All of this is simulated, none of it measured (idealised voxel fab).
process module | voxel plated lines
cross-section cut | 190 nm wide | cells 5 nm
A cross-section is a grid of square cells, given in bands from the top down. A band is one or more rows of cells.
Each band's line starts with the height of the band's top and of its bottom, in nm. Then come its materials from left to right, each with its width in nm. One material with "throughout" fills the band from edge to edge. "air" is empty space.
Height 0 is the level under which the wafer as received is all one material. The lowest band goes on downwards, as in "0 down".
A width such as "30 to 40" changes by the same amount from each row of cells to the next, from the band's top row to its bottom row.
"no change" after a step means that no cell of the cross-section changed.
closed voids: empty space of 8 cells or more with no open way to the top, each as width x height at its distance from the left edge, in nm
after a step's settings: what the simulator itself notes on the step
overlay nm, on a step with a mask: how far to the right of its planned place the mask lay; to the left if negative
plan
1 op RECEIVE | material Si
2 op CONFORMAL_DEP | material Al2O3 | thk nm 15
3 op DIRECTIONAL_DEP | material TiN | thk nm 5
4 op PATTERN | tone open | mask id LINES | material resist | width nm 20 | pitch nm 40 | thk nm 15 | overlay nm 0
5 op EPI | material Ru | thk nm 10
6 op STRIP | etch materials resist
7 op DIRECTIONAL_ETCH | etch materials TiN | depth nm 5
8 op CONFORMAL_DEP | material SiCN | thk nm 5
first wafer, as planned
as received, after step 1
  0 down: Si throughout
  closed voids: none
after step 2
  15 to 0: Al2O3 throughout
  below 0: unchanged
after step 3
  20 to 15: TiN throughout
  below 15: unchanged
after step 4
  35 to 20: resist 45 | air 20 | resist 20 | air 20 | resist 20 | air 20 | resist 45
  below 20: unchanged
after step 5
  35 to 30: resist 45 | air 20 | resist 20 | air 20 | resist 20 | air 20 | resist 45
  30 to 20: resist 45 | Ru 20 | resist 20 | Ru 20 | resist 20 | Ru 20 | resist 45
  below 20: unchanged
after step 6
  30 to 20: air 45 | Ru 20 | air 20 | Ru 20 | air 20 | Ru 20 | air 45
  below 20: unchanged
after step 7
  30 to 20: air 45 | Ru 20 | air 20 | Ru 20 | air 20 | Ru 20 | air 45
  20 to 15: air 45 | TiN 20 | air 20 | TiN 20 | air 20 | TiN 20 | air 45
  below 15: unchanged
after step 8
  35 to 30: air 40 | SiCN 30 | air 10 | SiCN 30 | air 10 | SiCN 30 | air 40
  30 to 20: air 40 | SiCN 5 | Ru 20 | SiCN 5 | air 10 | SiCN 5 | Ru 20 | SiCN 5 | air 10 | SiCN 5 | Ru 20 | SiCN 5 | air 40
  20 to 15: SiCN 45 | TiN 20 | SiCN 20 | TiN 20 | SiCN 20 | TiN 20 | SiCN 45
  below 15: unchanged
second wafer: like start, like plan, one mistake. Through step 3 it matches the first wafer
when step 4 should have ended
  35 to 20: air 45 | resist 20 | air 20 | resist 20 | air 20 | resist 20 | air 45
  below 20: unchanged
when step 5 should have ended
  35 to 30: air 45 | resist 20 | air 20 | resist 20 | air 20 | resist 20 | air 45
  30 to 20: Ru 45 | resist 20 | Ru 20 | resist 20 | Ru 20 | resist 20 | Ru 45
  below 20: unchanged
when step 6 should have ended
  30 to 20: Ru 45 | air 20 | Ru 20 | air 20 | Ru 20 | air 20 | Ru 45
  below 20: unchanged
when step 7 should have ended
  30 to 20: Ru 45 | air 20 | Ru 20 | air 20 | Ru 20 | air 20 | Ru 45
  20 to 15: TiN 45 | air 20 | TiN 20 | air 20 | TiN 20 | air 20 | TiN 45
  below 15: unchanged
when step 8 should have ended
  35 to 30: SiCN 50 | air 10 | SiCN 30 | air 10 | SiCN 30 | air 10 | SiCN 50
  30 to 20: Ru 45 | SiCN 5 | air 10 | SiCN 5 | Ru 20 | SiCN 5 | air 10 | SiCN 5 | Ru 20 | SiCN 5 | air 10 | SiCN 5 | Ru 45
  20 to 15: TiN 45 | SiCN 20 | TiN 20 | SiCN 20 | TiN 20 | SiCN 20 | TiN 45
  below 15: unchanged
what went wrong: step 4 ran as: op PATTERN | tone cover | mask id LINES | material resist | width nm 20 | pitch nm 40 | thk nm 15 | overlay nm 0
at the end the second wafer has, in cells: 28 more of Ru | 14 more of TiN
